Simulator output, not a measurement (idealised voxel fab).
A process module follows: voxel self aligned contacts.
Cross-section cut: width 255 nm, square cells of 5 nm.
Throughout this document, each cross-section is represented as a grid of square cells and is presented as a sequence of bands enumerated from the top downward, where a band comprises one or more rows of cells. Band: top height; bottom height; in nm. Then, left to right: material with width in nm, for each material. "full width": a single material spanning edge to edge. "air": empty space. Heights are measured from 0, the level below which the as-received wafer is all one material; the lowest band has no bottom and continues downward, written as in "z 0 and below". So if you see something like "30..40" for the width, read it as the top row of the band sitting at the first number and the bottom row at the second, with every row in between moving by the same amount as the last. "all unchanged" after a step means that no cell of the cross-section changed. If an empty space has no open way to the top and is at least 8 cells in size, "Trapped void list" lists it, written width x height at distance, where distance is measured from the left edge and every value is in nm. Whatever follows a step's settings on its line is a remark the simulator itself makes about that step. "overlay nm" answers the question of how far to the right of plan the mask lay on a step that has a mask, and when it is negative the answer is to the left.

# Process steps - plan
1) op RECEIVE | material Si
2) op OXIDIZE | depth nm 5
3) op DIRECTIONAL_DEP | material polySi | thk nm 30
4) op DIRECTIONAL_DEP | material SiN | thk nm 25
5) op DIRECTIONAL_DEP | material aC | thk nm 10
6) op PATTERN | tone cover | mask id GATE | material resist | width nm 30 | pitch nm 75 | thk nm 30 | overlay nm 0
7) op DIRECTIONAL_ETCH | etch materials aC | depth nm 10
8) op STRIP | etch materials resist
9) op DIRECTIONAL_ETCH | etch materials SiN | depth nm 25
10) op DIRECTIONAL_ETCH | etch materials polySi | depth nm 30
11) op STRIP | etch materials aC
12) op CONFORMAL_DEP | material SiN | thk nm 10
13) op DIRECTIONAL_ETCH | etch materials SiN | depth nm 10
14) op FILL_DEP | material SiO2 | thk nm 15
15) op CMP | height nm 60
16) op MASKED_ETCH | tone open | mask id CONTACT | width nm 55 | etch materials SiO2 | depth nm 65 | overlay nm 0
17) op CONFORMAL_DEP | material TiN | thk nm 5
18) op FILL_DEP | material W | thk nm 5
19) op CMP | height nm 60
20) op CONFORMAL_DEP | material SiCN | thk nm 5

# This is the cross-section of the wafer as we received it, i.e. after step 1
z 0 and below  Si full width
Trapped void list: none

# The following cross-section depicts the wafer upon conclusion of the module. Processing commenced from the starting condition illustrated above and adhered to the plan illustrated above, save for one mistake in execution
z 65 to 60  SiCN full width
z 60 to 35  65 of SiO2  10 of SiN  30 of polySi  10 of SiN  5 of TiN  15 of W  5 of TiN  10 of SiN  30 of polySi  10 of SiN  65 of SiO2
z 35 to 30  65 of SiO2  10 of SiN  30 of polySi  10 of SiN  25 of TiN  10 of SiN  30 of polySi  10 of SiN  65 of SiO2
z 30 to 0  polySi full width
z 0 to -5  SiO2 full width
z -5 and below  Si full width
Trapped void list: none
Against the plan, the run slipped here: step 3 from the plan got run twice
